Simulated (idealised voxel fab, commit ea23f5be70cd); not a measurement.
Name of the process module below: voxel transistor to metal
Xsec cut, 185 nm wide, square cell size 5 nm.
Throughout this document, each cross-section is represented as a grid of square cells and is presented as a sequence of bands enumerated from the top downward, where a band comprises one or more rows of cells.
The entry gives the band's vertical extent as a top height and a bottom height in nm, then its horizontal make-up as materials from left to right, each with a width in nm. "air" stands for empty space; a single material marked "everywhere" fills the band edge to edge.
All heights in this document are referenced to 0, defined as the level beneath which the wafer, as received, consists entirely of one material. The lowest band is not bounded below; it extends indefinitely downward and is written in the form "0 down".
The expression "30 to 40" gives the width at the extremes of the band, the first number at its top row of cells and the second at its bottom row, with the width changing by equal amounts from each row to the next in between.
Key: "nothing was modified" - step with no changed cell in the cross-section.
You'll see "Unvented internal voids" listing empty spaces that have no way open to the top, as long as they're 8 cells or more; the notation is width x height at distance, where the distance is from the left edge, and all of it is in nm.
Post-settings text on a step line: simulator's own remark regarding the step.
overlay nm: mask offset rightward from planned place, masked step; negative means leftward offset.
The remainder of this document consists of a sequence of paired cross-sections. Each pair presents the cross-section prior to one process step together with the cross-section following it, the latter being rendered only as deep as the lowest band that underwent change. The intervening step, together with its settings, is stated beneath each pair. Because the pairs may originate from different runs of this module on the same starting wafer, a given pair is to be read as continuing from the preceding pair only where its entry headed "Before-step section" so indicates.

Before-step section:
- 35 to 25 = SiO2 everywhere
- 25 to 5 = 65 of SiO2, 10 of SiN, 5 of HfO2, 5 of TiN, 15 of W, 5 of TiN, 5 of HfO2, 10 of SiN, 65 of SiO2
- 5 to 0 = 65 of SiO2, 10 of SiN, 5 of HfO2, 25 of TiN, 5 of HfO2, 10 of SiN, 65 of SiO2
- 0 to -5 = 75 of SiO2, 35 of HfO2, 75 of SiO2
- -5 to -20 = 35 of pSi, 115 of SiO2, 35 of pSi
- -20 down = Si everywhere
- Unvented internal voids: none

Section, Post-Step:
- 35 to 25 = 45 of SiO2, 15 of air, 65 of SiO2, 15 of air, 45 of SiO2
- 25 to 5 = 45 of SiO2, 15 of air, 5 of SiO2, 10 of SiN, 5 of HfO2, 5 of TiN, 15 of W, 5 of TiN, 5 of HfO2, 10 of SiN, 5 of SiO2, 15 of air, 45 of SiO2
- 5 to 0 = 45 of SiO2, 15 of air, 5 of SiO2, 10 of SiN, 5 of HfO2, 25 of TiN, 5 of HfO2, 10 of SiN, 5 of SiO2, 15 of air, 45 of SiO2
- 0 to -5 = 45 of SiO2, 15 of air, 15 of SiO2, 35 of HfO2, 15 of SiO2, 15 of air, 45 of SiO2
- Everything below -5 is unchanged.
- Unvented internal voids: none
Step, pre vs post cross-sections above: MASKED_ETCH with tone open, mask id CONTACT, width nm 15, pitch nm 80, etch materials SiO2, depth nm 40, overlay nm 0

Before-step section: the pre-step structure is the one depicted after the step in the pair just above.

Section, Post-Step:
- 40 to 35 = 50 of TiN, 5 of air, 75 of TiN, 5 of air, 50 of TiN
- 35 to 25 = 45 of SiO2, 5 of TiN, 5 of air, 5 of TiN, 65 of SiO2, 5 of TiN, 5 of air, 5 of TiN, 45 of SiO2
- 25 to 5 = 45 of SiO2, 5 of TiN, 5 of air, 5 of TiN, 5 of SiO2, 10 of SiN, 5 of HfO2, 5 of TiN, 15 of W, 5 of TiN, 5 of HfO2, 10 of SiN, 5 of SiO2, 5 of TiN, 5 of air, 5 of TiN, 45 of SiO2
- 5 to 0 = 45 of SiO2, 5 of TiN, 5 of air, 5 of TiN, 5 of SiO2, 10 of SiN, 5 of HfO2, 25 of TiN, 5 of HfO2, 10 of SiN, 5 of SiO2, 5 of TiN, 5 of air, 5 of TiN, 45 of SiO2
- 0 to -5 = 45 of SiO2, 15 of TiN, 15 of SiO2, 35 of HfO2, 15 of SiO2, 15 of TiN, 45 of SiO2
- Everything below -5 is unchanged.
- Unvented internal voids: none
Step, pre vs post cross-sections above: CONFORMAL_DEP with material TiN, thk nm 5

Before-step section: the pre-step structure is the one depicted after the step in the pair just above.

Section, Post-Step:
- 50 to 40 = Ru everywhere
- 40 to 35 = 50 of TiN, 5 of Ru, 75 of TiN, 5 of Ru, 50 of TiN
- 35 to 25 = 45 of SiO2, 5 of TiN, 5 of Ru, 5 of TiN, 65 of SiO2, 5 of TiN, 5 of Ru, 5 of TiN, 45 of SiO2
- 25 to 5 = 45 of SiO2, 5 of TiN, 5 of Ru, 5 of TiN, 5 of SiO2, 10 of SiN, 5 of HfO2, 5 of TiN, 15 of W, 5 of TiN, 5 of HfO2, 10 of SiN, 5 of SiO2, 5 of TiN, 5 of Ru, 5 of TiN, 45 of SiO2
- 5 to 0 = 45 of SiO2, 5 of TiN, 5 of Ru, 5 of TiN, 5 of SiO2, 10 of SiN, 5 of HfO2, 25 of TiN, 5 of HfO2, 10 of SiN, 5 of SiO2, 5 of TiN, 5 of Ru, 5 of TiN, 45 of SiO2
- Everything below 0 is unchanged.
- Unvented internal voids: none
Step, pre vs post cross-sections above: FILL_DEP with material Ru, thk nm 10

Before-step section: the pre-step structure is the one depicted after the step in the pair just above.

Section, Post-Step:
- 35 to 25 = 45 of SiO2, 5 of TiN, 5 of Ru, 5 of TiN, 65 of SiO2, 5 of TiN, 5 of Ru, 5 of TiN, 45 of SiO2
- Everything below 25 is unchanged.
- Unvented internal voids: none
Step, pre vs post cross-sections above: CMP with height nm 35

Before-step section: the pre-step structure is the one depicted after the step in the pair just above.

Section, Post-Step:
- 40 to 35 = SiCN everywhere
- Everything below 35 is unchanged.
- Unvented internal voids: none
Step, pre vs post cross-sections above: CONFORMAL_DEP with material SiCN, thk nm 5

Before-step section: the pre-step structure is the one depicted after the step in the pair just above.

Section, Post-Step:
- 55 to 40 = SiO2 everywhere
- Everything below 40 is unchanged.
- Unvented internal voids: none
Step, pre vs post cross-sections above: DIRECTIONAL_DEP with material SiO2, thk nm 15

Before-step section: the pre-step structure is the one depicted after the step in the pair just above.

Section, Post-Step:
- 75 to 55 = 45 of resist, 15 of air, 65 of resist, 15 of air, 45 of resist
- Everything below 55 is unchanged.
- Unvented internal voids: none
Step, pre vs post cross-sections above: PATTERN with tone open, mask id METAL_1, material resist, width nm 15, pitch nm 80, thk nm 20, overlay nm 0

Before-step section: the pre-step structure is the one depicted after the step in the pair just above.

Section, Post-Step:
- 75 to 55 = 45 of resist, 15 of air, 65 of resist, 15 of air, 45 of resist
- 55 to 40 = 45 of SiO2, 15 of air, 65 of SiO2, 15 of air, 45 of SiO2
- Everything below 40 is unchanged.
- Unvented internal voids: none
Step, pre vs post cross-sections above: DIRECTIONAL_ETCH with etch materials SiO2, depth nm 15

Before-step section: the pre-step structure is the one depicted after the step in the pair just above.

Section, Post-Step:
- 75 to 55 = 45 of resist, 15 of air, 65 of resist, 15 of air, 45 of resist
- 55 to 40 = 45 of SiO2, 15 of air, 65 of SiO2, 15 of air, 45 of SiO2
- 40 to 35 = 45 of SiCN, 15 of air, 65 of SiCN, 15 of air, 45 of SiCN
- Everything below 35 is unchanged.
- Unvented internal voids: none
Step, pre vs post cross-sections above: DIRECTIONAL_ETCH with etch materials SiCN, depth nm 5

Before-step section: the pre-step structure is the one depicted after the step in the pair just above.

Section, Post-Step:
- 55 to 40 = 45 of SiO2, 15 of air, 65 of SiO2, 15 of air, 45 of SiO2
- Everything below 40 is unchanged.
- Unvented internal voids: none
Step, pre vs post cross-sections above: STRIP with etch materials resist

Before-step section: the pre-step structure is the one depicted after the step in the pair just above.

Section, Post-Step:
- 60 to 55 = 50 of TiN, 5 of air, 75 of TiN, 5 of air, 50 of TiN
- 55 to 40 = 45 of SiO2, 5 of TiN, 5 of air, 5 of TiN, 65 of SiO2, 5 of TiN, 5 of air, 5 of TiN, 45 of SiO2
- 40 to 35 = 45 of SiCN, 15 of TiN, 65 of SiCN, 15 of TiN, 45 of SiCN
- Everything below 35 is unchanged.
- Unvented internal voids: none
Step, pre vs post cross-sections above: CONFORMAL_DEP with material TiN, thk nm 5

Before-step section: the pre-step structure is the one depicted after the step in the pair just above.

Section, Post-Step:
- 65 to 60 = Cu everywhere
- 60 to 55 = 50 of TiN, 5 of Cu, 75 of TiN, 5 of Cu, 50 of TiN
- 55 to 40 = 45 of SiO2, 5 of TiN, 5 of Cu, 5 of TiN, 65 of SiO2, 5 of TiN, 5 of Cu, 5 of TiN, 45 of SiO2
- Everything below 40 is unchanged.
- Unvented internal voids: none
Step, pre vs post cross-sections above: FILL_DEP with material Cu, thk nm 5

Before-step section: the pre-step structure is the one depicted after the step in the pair just above.

Section, Post-Step:
- 55 to 40 = 45 of SiO2, 5 of TiN, 5 of Cu, 5 of TiN, 65 of SiO2, 5 of TiN, 5 of Cu, 5 of TiN, 45 of SiO2
- Everything below 40 is unchanged.
- Unvented internal voids: none
Step, pre vs post cross-sections above: CMP with height nm 55

Before-step section: the pre-step structure is the one depicted after the step in the pair just above.

Section, Post-Step:
- 60 to 55 = SiN everywhere
- Everything below 55 is unchanged.
- Unvented internal voids: none
Step, pre vs post cross-sections above: CONFORMAL_DEP with material SiN, thk nm 5
